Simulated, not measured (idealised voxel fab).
process module | voxel transistor to metal
cross-section cut | 205 nm wide | cells 5 nm
A cross-section is a grid of square cells, given in bands from the top down. A band is one or more rows of cells.
Each band's line starts with the height of the band's top and of its bottom, in nm. Then come its materials from left to right, each with its width in nm. One material with "throughout" fills the band from edge to edge. "air" is empty space.
Height 0 is the level under which the wafer as received is all one material. The lowest band goes on downwards, as in "0 down".
A width such as "30 to 40" changes by the same amount from each row of cells to the next, from the band's top row to its bottom row.
"no change" after a step means that no cell of the cross-section changed.
closed voids: empty space of 8 cells or more with no open way to the top, each as width x height at its distance from the left edge, in nm
after a step's settings: what the simulator itself notes on the step
overlay nm, on a step with a mask: how far to the right of its planned place the mask lay; to the left if negative
plan
1 op RECEIVE | material Si
2 op CONFORMAL_DEP | material SiO2 | thk nm 5
3 op CONFORMAL_DEP | material SiN | thk nm 10
4 op MASKED_ETCH | tone cover | mask id ACTIVE | width nm 100 | etch materials SiN | depth nm 10 | overlay nm 0
5 op MASKED_ETCH | tone cover | mask id ACTIVE | width nm 110 | etch materials SiO2 | depth nm 5 | overlay nm 0
6 op MASKED_ETCH | tone cover | mask id ACTIVE | width nm 110 | etch materials Si | depth nm 25 | overlay nm 0
7 op FILL_DEP | material SiO2 | thk nm 15
8 op CMP | height nm 15
9 op SELECTIVE_ETCH | etch materials SiO2 | depth nm 5
10 op STRIP | etch materials SiN
11 op SELECTIVE_ETCH | etch materials SiO2 | depth nm 5
12 op OXIDIZE | depth nm 5
13 op DIRECTIONAL_DEP | material polySi | thk nm 20
14 op DIRECTIONAL_DEP | material SiCN | thk nm 10
15 op MASKED_ETCH | tone cover | mask id GATE | width nm 20 | etch materials SiCN | depth nm 20 | overlay nm 0
16 op MASKED_ETCH | tone cover | mask id GATE | width nm 20 | etch materials polySi | depth nm 30 | overlay nm 0
17 op CONFORMAL_DEP | material SiN | thk nm 10
18 op DIRECTIONAL_ETCH | etch materials SiN | depth nm 10
19 op DIRECTIONAL_ETCH | etch materials SiO2 | depth nm 5
20 op DIRECTIONAL_ETCH | etch materials Si | depth nm 5
21 op EPI | material SiGe | thk nm 5
22 op FILL_DEP | material SiO2 | thk nm 5
23 op CMP | height nm 30
24 op DIRECTIONAL_DEP | material SiO2 | thk nm 15
25 op PATTERN | tone open | mask id CONTACT | material resist | width nm 20 | pitch nm 80 | thk nm 15 | overlay nm 0
26 op DIRECTIONAL_ETCH | etch materials SiO2 | depth nm 50
27 op STRIP | etch materials resist
28 op CONFORMAL_DEP | material TiN | thk nm 5
29 op FILL_DEP | material W | thk nm 5
30 op CMP | height nm 45
31 op CONFORMAL_DEP | material SiCN | thk nm 5
32 op DIRECTIONAL_DEP | material lowk | thk nm 25
33 op MASKED_ETCH | tone open | mask id METAL_1 | width nm 20 | pitch nm 80 | etch materials lowk | depth nm 25 | overlay nm 0
34 op MASKED_ETCH | tone open | mask id METAL_1 | width nm 20 | pitch nm 80 | etch materials SiCN | depth nm 5 | overlay nm 0
35 op CONFORMAL_DEP | material TiN | thk nm 5
36 op FILL_DEP | material Cu | thk nm 10
37 op CMP | height nm 75
38 op CONFORMAL_DEP | material SiCN | thk nm 5
39 op DIRECTIONAL_DEP | material SiO2 | thk nm 30
40 op MASKED_ETCH | tone open | mask id METAL_2 | width nm 20 | pitch nm 80 | etch materials SiO2 | depth nm 15 | overlay nm 0
41 op MASKED_ETCH | tone open | mask id METAL_2_HOLES | width nm 15 | pitch nm 80 | etch materials SiO2 | depth nm 15 | overlay nm 0
42 op MASKED_ETCH | tone open | mask id METAL_2_HOLES | width nm 15 | pitch nm 80 | etch materials SiCN | depth nm 5 | overlay nm 0
43 op CONFORMAL_DEP | material TiN | thk nm 5
44 op FILL_DEP | material Cu | thk nm 10
45 op CMP | height nm 110
46 op CONFORMAL_DEP | material SiCN | thk nm 5
varied across the wafers: width nm of step 4. The plan shows the first wafer's value. All wafers start alike
first wafer as received, after step 1
  0 down: Si throughout
  closed voids: none
each wafer at the end: cells of each material gained (+) or lost (-) since it was received, then its closed voids
width nm 100 | +36 Cu | -127 Si | +117 SiCN | +14 SiGe | +28 SiN | +560 SiO2 | +104 TiN | +30 W | +165 lowk | +16 polySi | closed voids: none
width nm 105 | +36 Cu | -128 Si | +117 SiCN | +15 SiGe | +28 SiN | +558 SiO2 | +104 TiN | +32 W | +165 lowk | +16 polySi | closed voids: none
width nm 110 | +36 Cu | -129 Si | +117 SiCN | +16 SiGe | +28 SiN | +556 SiO2 | +104 TiN | +34 W | +165 lowk | +16 polySi | closed voids: none
width nm 115 | +36 Cu | -126 Si | +117 SiCN | +17 SiGe | +28 SiN | +551 SiO2 | +104 TiN | +35 W | +165 lowk | +16 polySi | closed voids: none
width nm 120 | +36 Cu | -123 Si | +117 SiCN | +18 SiGe | +28 SiN | +546 SiO2 | +104 TiN | +36 W | +165 lowk | +16 polySi | closed voids: none
width nm 125 | +36 Cu | -120 Si | +117 SiCN | +19 SiGe | +28 SiN | +542 SiO2 | +104 TiN | +36 W | +165 lowk | +16 polySi | closed voids: none
